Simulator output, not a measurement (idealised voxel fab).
The document below concerns the process module designated voxel transistor to metal.
Displayed cross-section: cut, width of 205 nm, square cells sized 5 nm.
A cross-section is a grid of square cells, given in bands from the top down. A band is one or more rows of cells.
What a band's entry tells you: where the top is and where the bottom is, as heights in nm, and after that what lies inside, material by material from left to right, each with its width in nm. Empty space is written as the word "empty", and a single material marked with the word "throughout" occupies the band from edge to edge.
A quick word on heights: they are counted from 0, and under that level the wafer as it came to us is one material throughout. The lowest band is different from the rest in having no bottom; it simply continues downward, written as in "0 down".
Graded width ("30->40"): value in top row of band = first number; value in bottom row = second number; row-to-row change constant.
"changes: none", as given for a step, is the statement that not any cell of the cross-section underwent a change during that step.
The entry "closed voids" lists the empty spaces that cover at least 8 cells and have no open path to the top. Each is written as width x height at distance, where the distance is measured from the left edge and all three values are in nm.
Formally, on a step line, whatever follows the settings is a remark that the simulator itself makes on the step.
"overlay nm", when on a step's line for a step with a mask, measures how far to the right of its planned place the mask lay; a negative measure means to the left.
Plan:
1: RECEIVE,material Si
2: CONFORMAL_DEP,material SiO2,thk nm 5
3: CONFORMAL_DEP,material SiN,thk nm 15
4: MASKED_ETCH,tone cover,mask id ACTIVE,width nm 90,etch materials SiN,depth nm 15,overlay nm 0
5: MASKED_ETCH,tone cover,mask id ACTIVE,width nm 90,etch materials SiO2,depth nm 5,overlay nm 0
6: MASKED_ETCH,tone cover,mask id ACTIVE,width nm 90,etch materials Si,depth nm 35,overlay nm 0
7: OXIDIZE,depth nm 5
8: FILL_DEP,material SiO2,thk nm 5
9: CMP,height nm 20
10: SELECTIVE_ETCH,etch materials SiO2,depth nm 5
11: STRIP,etch materials SiN
12: SELECTIVE_ETCH,etch materials SiO2,depth nm 5
13: OXIDIZE,depth nm 5
14: DIRECTIONAL_DEP,material polySi,thk nm 20
15: DIRECTIONAL_DEP,material SiCN,thk nm 10
16: DIRECTIONAL_DEP,material aC,thk nm 10
17: PATTERN,tone cover,mask id GATE,material resist,width nm 20,thk nm 30,overlay nm 0
18: DIRECTIONAL_ETCH,etch materials aC,depth nm 10
19: STRIP,etch materials resist
20: DIRECTIONAL_ETCH,etch materials SiCN,depth nm 20
21: DIRECTIONAL_ETCH,etch materials polySi,depth nm 30
22: STRIP,etch materials aC
23: CONFORMAL_DEP,material SiN,thk nm 10
24: DIRECTIONAL_ETCH,etch materials SiN,depth nm 10
25: DIRECTIONAL_ETCH,etch materials SiO2,depth nm 5
26: DIRECTIONAL_ETCH,etch materials Si,depth nm 5
27: EPI,material pSi,thk nm 10
28: FILL_DEP,material SiO2,thk nm 5
29: CMP,height nm 30
30: DIRECTIONAL_DEP,material SiO2,thk nm 15
31: MASKED_ETCH,tone open,mask id CONTACT,width nm 15,pitch nm 65,etch materials SiO2,depth nm 45,overlay nm 0
32: CONFORMAL_DEP,material TiN,thk nm 5
33: FILL_DEP,material W,thk nm 10
34: CMP,height nm 45
35: CONFORMAL_DEP,material SiCN,thk nm 5
36: DIRECTIONAL_DEP,material lowk,thk nm 15
37: MASKED_ETCH,tone open,mask id METAL_1,width nm 15,pitch nm 65,etch materials lowk,depth nm 15,overlay nm 0
38: MASKED_ETCH,tone open,mask id METAL_1,width nm 15,pitch nm 65,etch materials SiCN,depth nm 5,overlay nm 0
39: CONFORMAL_DEP,material TiN,thk nm 5
40: FILL_DEP,material Ru,thk nm 10
41: CMP,height nm 65
42: CONFORMAL_DEP,material SiN,thk nm 5
Wafer cross-section on receipt, i.e. after step 1:
0 down | Si throughout
closed voids: none
Module complete, cross-section. Starting point and plan per above. One mistake made in running the module:
70 to 65 | SiN throughout
65 to 50 | lowk=60 | TiN=5 | Ru=5 | TiN=5 | lowk=50 | TiN=5 | Ru=5 | TiN=5 | lowk=65
50 to 45 | SiCN=60 | TiN=15 | SiCN=50 | TiN=15 | SiCN=65
45 to 30 | SiO2=60 | TiN=5 | W=5 | TiN=5 | SiO2=50 | TiN=5 | W=5 | TiN=5 | SiO2=65
30 to 25 | SiO2=60 | TiN=5 | W=5 | TiN=5 | SiO2=5 | SiN=10 | SiCN=20 | SiN=10 | SiO2=5 | TiN=5 | W=5 | TiN=5 | SiO2=65
25 to 15 | SiO2=60 | TiN=5 | W=5 | TiN=5 | SiO2=5 | SiN=10 | polySi=20 | SiN=10 | SiO2=5 | TiN=5 | W=5 | TiN=5 | SiO2=65
15 to 10 | SiO2=60 | TiN=15 | SiO2=5 | SiN=10 | polySi=20 | SiN=10 | SiO2=5 | TiN=15 | SiO2=65
10 to 5 | SiO2=55 | SiN=10 | pSi=15 | SiN=10 | polySi=20 | SiN=10 | pSi=15 | SiN=10 | SiO2=60
5 to 0 | SiO2=65 | pSi=15 | SiO2=40 | pSi=15 | SiO2=70
0 to -5 | SiO2=60 | Si=5 | pSi=15 | Si=40 | pSi=15 | Si=5 | SiO2=65
-5 to -40 | SiO2=60 | Si=80 | SiO2=65
-40 down | Si throughout
closed voids: none
Error vs. plan: transposition of steps 11 and 12 relative to the planned sequence
